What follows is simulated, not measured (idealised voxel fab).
process module | voxel self aligned vias
cross-section cut | 165 nm wide | cells 5 nm
A cross-section is a grid of square cells, given in bands from the top down. A band is one or more rows of cells.
Each band's line starts with the height of the band's top and of its bottom, in nm. Then come its materials from left to right, each with its width in nm. One material with "throughout" fills the band from edge to edge. "air" is empty space.
Height 0 is the level under which the wafer as received is all one material. The lowest band goes on downwards, as in "0 down".
A width such as "30 to 40" changes by the same amount from each row of cells to the next, from the band's top row to its bottom row.
"no change" after a step means that no cell of the cross-section changed.
closed voids: empty space of 8 cells or more with no open way to the top, each as width x height at its distance from the left edge, in nm
after a step's settings: what the simulator itself notes on the step
overlay nm, on a step with a mask: how far to the right of its planned place the mask lay; to the left if negative
plan
1 op RECEIVE | material Si
2 op CONFORMAL_DEP | material SiO2 | thk nm 10
3 op CONFORMAL_DEP | material SiCN | thk nm 5
4 op DIRECTIONAL_DEP | material lowk | thk nm 25
5 op PATTERN | tone open | mask id LINES | material resist | width nm 20 | pitch nm 70 | thk nm 15 | overlay nm 0
6 op DIRECTIONAL_ETCH | etch materials lowk | depth nm 25
7 op STRIP | etch materials resist
8 op CONFORMAL_DEP | material TiN | thk nm 5
9 op FILL_DEP | material Ru | thk nm 10
10 op CMP | height nm 40
11 op SELECTIVE_ETCH | etch materials W Ru TiN | depth nm 10
12 op FILL_DEP | material SiN | thk nm 10
13 op CMP | height nm 40
14 op DIRECTIONAL_DEP | material lowk | thk nm 20
15 op MASKED_ETCH | tone open | mask id VIAS | width nm 40 | etch materials lowk | depth nm 20 | overlay nm 0
16 op MASKED_ETCH | tone open | mask id VIAS | width nm 40 | etch materials SiN | depth nm 10 | overlay nm 0
17 op CONFORMAL_DEP | material TiN | thk nm 5
18 op FILL_DEP | material Ru | thk nm 5
19 op CMP | height nm 60
20 op CONFORMAL_DEP | material SiCN | thk nm 5
first wafer, as planned
as received, after step 1
  0 down: Si throughout
  closed voids: none
after step 2
  10 to 0: SiO2 throughout
  below 0: unchanged
after step 3
  15 to 10: SiCN throughout
  below 10: unchanged
after step 4
  40 to 15: lowk throughout
  below 15: unchanged
after step 5
  55 to 40: resist 35 | air 20 | resist 50 | air 20 | resist 40
  below 40: unchanged
after step 6
  55 to 40: resist 35 | air 20 | resist 50 | air 20 | resist 40
  40 to 15: lowk 35 | air 20 | lowk 50 | air 20 | lowk 40
  below 15: unchanged
after step 7
  40 to 15: lowk 35 | air 20 | lowk 50 | air 20 | lowk 40
  below 15: unchanged
after step 8
  45 to 40: TiN 40 | air 10 | TiN 60 | air 10 | TiN 45
  40 to 20: lowk 35 | TiN 5 | air 10 | TiN 5 | lowk 50 | TiN 5 | air 10 | TiN 5 | lowk 40
  20 to 15: lowk 35 | TiN 20 | lowk 50 | TiN 20 | lowk 40
  below 15: unchanged
after step 9
  55 to 45: Ru throughout
  45 to 40: TiN 40 | Ru 10 | TiN 60 | Ru 10 | TiN 45
  40 to 20: lowk 35 | TiN 5 | Ru 10 | TiN 5 | lowk 50 | TiN 5 | Ru 10 | TiN 5 | lowk 40
  below 20: unchanged
after step 10
  40 to 20: lowk 35 | TiN 5 | Ru 10 | TiN 5 | lowk 50 | TiN 5 | Ru 10 | TiN 5 | lowk 40
  below 20: unchanged
after step 11
  40 to 30: lowk 35 | air 20 | lowk 50 | air 20 | lowk 40
  below 30: unchanged
after step 12
  50 to 40: SiN throughout
  40 to 30: lowk 35 | SiN 20 | lowk 50 | SiN 20 | lowk 40
  below 30: unchanged
after step 13
  40 to 30: lowk 35 | SiN 20 | lowk 50 | SiN 20 | lowk 40
  below 30: unchanged
after step 14
  60 to 40: lowk throughout
  below 40: unchanged
after step 15
  60 to 40: lowk 25 | air 40 | lowk 100
  below 40: unchanged
after step 16
  60 to 40: lowk 25 | air 40 | lowk 100
  40 to 30: lowk 35 | air 20 | lowk 50 | SiN 20 | lowk 40
  below 30: unchanged
after step 17
  65 to 60: TiN 30 | air 30 | TiN 105
  60 to 45: lowk 25 | TiN 5 | air 30 | TiN 5 | lowk 100
  45 to 40: lowk 25 | TiN 15 | air 10 | TiN 15 | lowk 100
  40 to 35: lowk 35 | TiN 5 | air 10 | TiN 5 | lowk 50 | SiN 20 | lowk 40
  35 to 30: lowk 35 | TiN 20 | lowk 50 | SiN 20 | lowk 40
  below 30: unchanged
after step 18
  70 to 65: Ru throughout
  65 to 60: TiN 30 | Ru 30 | TiN 105
  60 to 45: lowk 25 | TiN 5 | Ru 30 | TiN 5 | lowk 100
  45 to 40: lowk 25 | TiN 15 | Ru 10 | TiN 15 | lowk 100
  40 to 35: lowk 35 | TiN 5 | Ru 10 | TiN 5 | lowk 50 | SiN 20 | lowk 40
  below 35: unchanged
after step 19
  60 to 45: lowk 25 | TiN 5 | Ru 30 | TiN 5 | lowk 100
  below 45: unchanged
after step 20
  65 to 60: SiCN throughout
  below 60: unchanged
second wafer: like start, like plan, one mistake. Through step 14 it matches the first wafer
when step 15 should have ended
  60 to 40: lowk 25 | air 40 | lowk 100
  40 to 30: lowk 25 | air 10 | SiN 20 | air 10 | lowk 40 | SiN 20 | lowk 40
  30 to 20: lowk 25 | air 10 | TiN 5 | Ru 10 | TiN 5 | air 10 | lowk 40 | TiN 5 | Ru 10 | TiN 5 | lowk 40
  below 20: unchanged
when step 16 should have ended
  60 to 40: lowk 25 | air 40 | lowk 100
  40 to 30: lowk 25 | air 40 | lowk 40 | SiN 20 | lowk 40
  below 30: unchanged
when step 17 should have ended
  65 to 60: TiN 30 | air 30 | TiN 105
  60 to 40: lowk 25 | TiN 5 | air 30 | TiN 5 | lowk 100
  40 to 35: lowk 25 | TiN 5 | air 30 | TiN 5 | lowk 40 | SiN 20 | lowk 40
  35 to 30: lowk 25 | TiN 40 | lowk 40 | SiN 20 | lowk 40
  30 to 20: lowk 25 | TiN 15 | Ru 10 | TiN 15 | lowk 40 | TiN 5 | Ru 10 | TiN 5 | lowk 40
  below 20: unchanged
when step 18 should have ended
  70 to 65: Ru throughout
  65 to 60: TiN 30 | Ru 30 | TiN 105
  60 to 40: lowk 25 | TiN 5 | Ru 30 | TiN 5 | lowk 100
  40 to 35: lowk 25 | TiN 5 | Ru 30 | TiN 5 | lowk 40 | SiN 20 | lowk 40
  below 35: unchanged
when step 19 should have ended
  60 to 40: lowk 25 | TiN 5 | Ru 30 | TiN 5 | lowk 100
  below 40: unchanged
when step 20 should have ended
  65 to 60: SiCN throughout
  below 60: unchanged
what went wrong: step 15 was run twice
at the end the second wafer has, in cells: 8 more of Ru | 8 more of TiN | 16 fewer of lowk
